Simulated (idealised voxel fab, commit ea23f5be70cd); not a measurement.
Presented below is a process module, voxel self aligned contacts.
Each square cell in cross-section cut measures 5 nm, and the section as a whole is 220 nm wide.
We lay out every cross-section as a grid of square cells and spell it out in bands from the top down, where one band means one or more rows of cells. Look at the band entry: it leads with the top's height and the bottom's height in nm. Then it lists the materials left to right, with a width in nm for each. The word "all across" on a single material says that material fills the band edge to edge. The word "blank" is empty space. We count height from 0. Below that, the starting wafer is all one material. The lowest band never ends at the bottom but goes on down; see "0 -> down" for how that is written. You'd read "30..40" like this: the band's top row of cells is as wide as the first number, its bottom row is as wide as the second, and going down, every row changes width by the same amount as the row before did. "same as before", as given for a step, is the statement that not any cell of the cross-section underwent a change during that step. The label "Unvented internal voids" introduces a list of the empty spaces, 8 cells or larger, that have no open way up to the top; each entry in it reads width x height at distance, where the distance is taken from the left edge and all three are stated in nm. On each step's line, the part that comes after the settings is the simulator's own comment on the step. "overlay nm" answers the question of how far to the right of plan the mask lay on a step that has a mask, and when it is negative the answer is to the left.
-- The planned process steps are enumerated hereunder
- 1: RECEIVE: material Si
- 2: OXIDIZE: depth nm 5
- 3: DIRECTIONAL_DEP: material polySi, thk nm 20
- 4: DIRECTIONAL_DEP: material SiN, thk nm 15
- 5: PATTERN: tone cover, mask id GATE, material resist, width nm 25, pitch nm 50, thk nm 15, overlay nm 0
- 6: DIRECTIONAL_ETCH: etch materials SiN, depth nm 15
- 7: DIRECTIONAL_ETCH: etch materials polySi, depth nm 20
- 8: STRIP: etch materials resist
- 9: CONFORMAL_DEP: material SiN, thk nm 5
- 10: DIRECTIONAL_ETCH: etch materials SiN, depth nm 5
- 11: FILL_DEP: material SiO2, thk nm 10
- 12: CMP: height nm 40
- 13: PATTERN: tone open, mask id CONTACT, material resist, width nm 35, pitch nm 50, thk nm 15, overlay nm 0
- 14: DIRECTIONAL_ETCH: etch materials SiO2, depth nm 45
- 15: STRIP: etch materials resist
- 16: CONFORMAL_DEP: material TiN, thk nm 5
- 17: FILL_DEP: material Ru, thk nm 10
- 18: CMP: height nm 40
- 19: CONFORMAL_DEP: material SiCN, thk nm 5
-- As-received state of the wafer in cross-section, equivalent to post-step 1
0 -> down = Si all across
Unvented internal voids: none
-- Cross-sectional image of the first of two wafers at the end of the module, the run having proceeded as planned
45 -> 40 = SiCN all across
40 -> 35 = 65 SiO2, then 15 TiN, then 5 Ru, then 15 TiN, then 15 SiO2, then 15 TiN, then 5 Ru, then 15 TiN, then 70 SiO2
35 -> 20 = 40 SiO2, then 35 SiN, then 5 TiN, then 5 Ru, then 5 TiN, then 35 SiN, then 5 TiN, then 5 Ru, then 5 TiN, then 35 SiN, then 45 SiO2
20 -> 0 = 40 SiO2, then 5 SiN, then 25 polySi, then 5 SiN, then 5 TiN, then 5 Ru, then 5 TiN, then 5 SiN, then 25 polySi, then 5 SiN, then 5 TiN, then 5 Ru, then 5 TiN, then 5 SiN, then 25 polySi, then 5 SiN, then 45 SiO2
0 -> -5 = 75 SiO2, then 15 TiN, then 35 SiO2, then 15 TiN, then 80 SiO2
-5 -> down = Si all across
Unvented internal voids: none
-- Now the second wafer, cross-sectioned at the end of the module. Nothing different at the start, nothing different in the plan compared with the first, just one mistake when it was actually run
45 -> 40 = SiCN all across
40 -> 25 = 40 SiO2, then 35 SiN, then 5 TiN, then 5 Ru, then 5 TiN, then 35 SiN, then 5 TiN, then 5 Ru, then 5 TiN, then 35 SiN, then 45 SiO2
25 -> 10 = 40 SiO2, then 5 SiN, then 25 polySi, then 5 SiN, then 5 TiN, then 5 Ru, then 5 TiN, then 5 SiN, then 25 polySi, then 5 SiN, then 5 TiN, then 5 Ru, then 5 TiN, then 5 SiN, then 25 polySi, then 5 SiN, then 45 SiO2
10 -> 5 = 40 SiO2, then 5 SiN, then 25 polySi, then 5 SiN, then 15 TiN, then 5 SiN, then 25 polySi, then 5 SiN, then 15 TiN, then 5 SiN, then 25 polySi, then 5 SiN, then 45 SiO2
5 -> 0 = polySi all across
0 -> -5 = SiO2 all across
-5 -> down = Si all across
Unvented internal voids: none
Finding, execution versus plan: so step 3 ended up running with a different setting than we planned, it ran as DIRECTIONAL_DEP: material polySi, thk nm 25
Final cells, second wafer relative to first, materials higher or lower: 4 fewer of Ru, 24 fewer of SiO2, 16 fewer of TiN, 44 more of polySi
